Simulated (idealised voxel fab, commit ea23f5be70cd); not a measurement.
Process module in this document: voxel capacitor over wiring
FYI the section here is cut, 240 nm wide, cells are 5 nm squares.
Bands, listed from the top down, are how a cross-section gets written in this document; the cross-section itself is a grid of square cells, and a band is one or more rows of them.
Each band's line starts with the height of the band's top and of its bottom, in nm. Then come its materials from left to right, each with its width in nm. One material with "throughout" fills the band from edge to edge. "air" is empty space.
It should be noted that heights are counted from 0, beneath which the wafer as supplied is of one material throughout, and that the lowest band possesses no lower boundary but continues downward, as written in "0 and below".
You'd read "30..40" like this: the band's top row of cells is as wide as the first number, its bottom row is as wide as the second, and going down, every row changes width by the same amount as the row before did.
"nothing got changed" after a step means that no cell of the cross-section changed.
Closed-off voids of 8+ cells (no open route to the top) go in "Sealed void listing", written width x height at distance from the left edge, in nm.
Where a step's line continues beyond its settings, the continuation is a remark by the simulator itself on that step.
You can add "overlay nm" to a step's line. For a step with a mask, it describes how far the mask lay to the right of its planned position, and a negative number describes a lay to the left.

### So here's the lineup of process steps we planned
1,RECEIVE,material Si
2,CONFORMAL_DEP,material SiO2,thk nm 10
3,CONFORMAL_DEP,material SiCN,thk nm 5
4,DIRECTIONAL_DEP,material SiO2,thk nm 15
5,DIRECTIONAL_DEP,material aC,thk nm 10
6,PATTERN,tone open,mask id METAL_1,material resist,width nm 20,pitch nm 80,thk nm 30,overlay nm 0
7,DIRECTIONAL_ETCH,etch materials aC,depth nm 10
8,STRIP,etch materials resist
9,DIRECTIONAL_ETCH,etch materials SiO2,depth nm 15
10,DIRECTIONAL_ETCH,etch materials SiCN,depth nm 5
11,STRIP,etch materials aC
12,CONFORMAL_DEP,material TiN,thk nm 5
13,FILL_DEP,material W,thk nm 10
14,CMP,height nm 30
15,EPI,material Ru,thk nm 5
16,FILL_DEP,material SiCN,thk nm 5
17,DIRECTIONAL_DEP,material lowk,thk nm 15
18,MASKED_ETCH,tone open,mask id PLUG_1,width nm 15,etch materials lowk,depth nm 15,overlay nm 0
19,MASKED_ETCH,tone open,mask id PLUG_1,width nm 15,etch materials SiCN,depth nm 5,overlay nm 0
20,CONFORMAL_DEP,material TiN,thk nm 5
21,FILL_DEP,material Ru,thk nm 5
22,CMP,height nm 55
23,DIRECTIONAL_DEP,material TiN,thk nm 5
24,DIRECTIONAL_DEP,material SiN,thk nm 5
25,DIRECTIONAL_DEP,material TiN,thk nm 5
26,MASKED_ETCH,tone cover,mask id UPPER_PLATE,width nm 65,etch materials TiN,depth nm 5,overlay nm 0
27,MASKED_ETCH,tone cover,mask id UPPER_PLATE,width nm 65,etch materials SiN,depth nm 5,overlay nm 0
28,DIRECTIONAL_DEP,material aC,thk nm 15
29,PATTERN,tone cover,mask id LOWER_PLATE,material resist,width nm 75,thk nm 30,overlay nm 0
30,DIRECTIONAL_ETCH,etch materials aC,depth nm 15
31,STRIP,etch materials resist
32,DIRECTIONAL_ETCH,etch materials TiN,depth nm 5
33,STRIP,etch materials aC
34,FILL_DEP,material SiO2,thk nm 20
35,CMP,height nm 85
36,PATTERN,tone open,mask id PLUG_2,material resist,width nm 15,thk nm 15,overlay nm 0
37,DIRECTIONAL_ETCH,etch materials SiO2,depth nm 15
38,STRIP,etch materials resist
39,CONFORMAL_DEP,material TiN,thk nm 5
40,FILL_DEP,material Cu,thk nm 10
41,CMP,height nm 85
42,CONFORMAL_DEP,material SiCN,thk nm 5

### Wafer at receipt (post step 1), cross-section
* 0 and below: Si throughout
* Sealed void listing: none

### End state of the module in cross-section, given the above starting point and plan and one mistake in execution
* 90 down to 85: SiCN throughout
* 85 down to 75: SiO2=85 | TiN=5 | Cu=5 | TiN=5 | SiO2=140
* 75 down to 65: SiO2=85..75 | TiN=15..65 | SiO2=140..100
* 65 down to 60: SiO2=70 | TiN=75 | SiO2=95
* 60 down to 55: SiN throughout
* 55 down to 40: lowk=75 | TiN=5 | Ru=5 | TiN=5 | lowk=150
* 40 down to 35: SiCN=75 | TiN=15 | SiCN=150
* 35 down to 30: SiCN=65 | Ru=30 | SiCN=50 | Ru=30 | SiCN=65
* 30 down to 15: SiO2=70 | TiN=5 | W=10 | TiN=5 | SiO2=60 | TiN=5 | W=10 | TiN=5 | SiO2=70
* 15 down to 10: SiCN=70 | TiN=20 | SiCN=60 | TiN=20 | SiCN=70
* 10 down to 0: SiO2 throughout
* 0 and below: Si throughout
* Sealed void listing: none
The plan and the run diverged here: it was found that steps 23 and 24 of the process plan had been performed in exchanged positions
